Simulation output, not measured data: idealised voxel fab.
Presented below is a process module, voxel self aligned vias.
We display cut, a cross-section 195 nm in width whose square cells are each 5 nm.
Bands, listed from the top down, are how a cross-section gets written in this document; the cross-section itself is a grid of square cells, and a band is one or more rows of them.
Band entry format. Leading values: height of top, height of bottom, nm. Remainder: materials in left-to-right order, each with its width in nm. Special words: "throughout" on a single material, which then fills the band edge to edge; "empty", empty space.
Heights are measured from 0, the level below which the as-received wafer is all one material; the lowest band has no bottom and continues downward, written as in "0 nm and below".
Think of "30->40" as a width that walks from the first number to the second as you go down the band, top row to bottom row, taking equal-sized steps from row to row.
For the purposes of this document, the phrase "no alteration" attached to a step denotes that no cell within the cross-section was modified by that step.
Under "closed voids" you'll find the enclosed gaps, the ones with no way out to the top, that are 8 cells or bigger; each reads width x height at distance, with distance counted from the left edge, everything in nm.
Formally, on a step line, whatever follows the settings is a remark that the simulator itself makes on the step.
For masked steps, "overlay nm" on the step line gives how far right of plan the mask actually lay; a minus sign means it lay to the left.

## Process steps - plan
1,RECEIVE | material Si
2,CONFORMAL_DEP | material SiO2 | thk nm 10
3,CONFORMAL_DEP | material SiCN | thk nm 5
4,DIRECTIONAL_DEP | material SiO2 | thk nm 30
5,MASKED_ETCH | tone open | mask id LINES | width nm 20 | pitch nm 60 | etch materials SiO2 | depth nm 30 | overlay nm 0
6,CONFORMAL_DEP | material TiN | thk nm 5
7,FILL_DEP | material Ru | thk nm 10
8,CMP | height nm 45
9,SELECTIVE_ETCH | etch materials W Ru TiN | depth nm 5
10,FILL_DEP | material SiN | thk nm 5
11,CMP | height nm 45
12,DIRECTIONAL_DEP | material SiO2 | thk nm 20
13,DIRECTIONAL_DEP | material aC | thk nm 10
14,PATTERN | tone open | mask id VIAS | material resist | width nm 40 | pitch nm 60 | thk nm 30 | overlay nm 0
15,DIRECTIONAL_ETCH | etch materials aC | depth nm 10
16,STRIP | etch materials resist
17,DIRECTIONAL_ETCH | etch materials SiO2 | depth nm 20
18,DIRECTIONAL_ETCH | etch materials SiN | depth nm 5
19,STRIP | etch materials aC
20,CONFORMAL_DEP | material TiN | thk nm 5
21,FILL_DEP | material W | thk nm 10
22,CMP | height nm 65
23,CONFORMAL_DEP | material SiCN | thk nm 5

## Cross-section of the wafer at receipt, which is the condition after step 1
- 0 nm and below: Si throughout
- closed voids: none

## Wafer cross-section at end of module: start and plan as shown above, one execution error
- 70 nm to 65 nm: SiCN throughout
- 65 nm to 50 nm: SiO2 45; TiN 5; W 30; TiN 5; SiO2 20; TiN 5; W 30; TiN 5; SiO2 50
- 50 nm to 45 nm: SiO2 45; TiN 40; SiO2 20; TiN 40; SiO2 50
- 45 nm to 40 nm: SiCN throughout
- 40 nm to 0 nm: SiO2 throughout
- 0 nm and below: Si throughout
- closed voids: none
Plan not followed: steps 3 and 4 run out of order (swapped)
